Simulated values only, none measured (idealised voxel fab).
This is a process module. Its name is voxel tone inversion.
This is section cut - it's 295 nm across, gridded in 5 nm square cells.
Cross-section spec: square-cell grid; bands listed top down; each band is one or more rows.
It is stipulated that each band's entry specify, in nanometres, the height of the top of the band and then that of its bottom, followed by the materials of the band in left-to-right sequence, each together with its width in nanometres. A single material marked by the word "full width" is understood to fill the band from edge to edge; the word "blank" is understood to denote empty space.
Heights are reckoned from 0. Under this level, the received wafer is all of one material. The bottommost band is open-ended downward, for example "z 0 and below".
The two numbers in a width such as "30..40" mark its ends across the band: the first belongs to the top row of cells, the second to the bottom row, and from each row to the next the width moves by the same amount.
Reading "left unchanged" for a step: not a cell of the cross-section changed in it.
Empty spaces counting at least 8 cells and having no open way to the top are listed in "Cavities, closed". The notation width x height at distance is used for each, the distance being from the left edge and all three values in nm.
If you see something after the settings on a step's line, that's the simulator's own remark about that step.
Among the settings permitted on a step's line is "overlay nm"; applied to a step with a mask, it specifies the extent to which the mask lay to the right of its planned position, whereas a negative figure signifies a position to the left.

plan
1: RECEIVE,material Si
2: CONFORMAL_DEP,material SiN,thk nm 5
3: DIRECTIONAL_DEP,material aC,thk nm 20
4: PATTERN,tone cover,mask id POSTS,material resist,width nm 25,pitch nm 50,thk nm 30,overlay nm 0
5: DIRECTIONAL_ETCH,etch materials aC,depth nm 20
6: STRIP,etch materials resist
7: FILL_DEP,material SiO2,thk nm 5
8: CMP,height nm 25
9: STRIP,etch materials aC

Cross-section: wafer on arrival = after step 1
	z 0 and below: Si full width
	Cavities, closed: none

Cross-sectional result after module completion. Note: starting condition and plan are unchanged from above; one processing mistake was made
	z 25 to 20: SiO2 full width
	z 20 to 5: SiO2: 60 | aC: 25 | SiO2: 25 | aC: 25 | SiO2: 25 | aC: 25 | SiO2: 25 | aC: 25 | SiO2: 60
	z 5 to 0: SiN full width
	z 0 and below: Si full width
	Cavities, closed: none
It is concluded that the wafer was processed incorrectly with respect to the plan, in that the process deviated at step 3: the operation and settings actually run there were DIRECTIONAL_DEP,material aC,thk nm 15
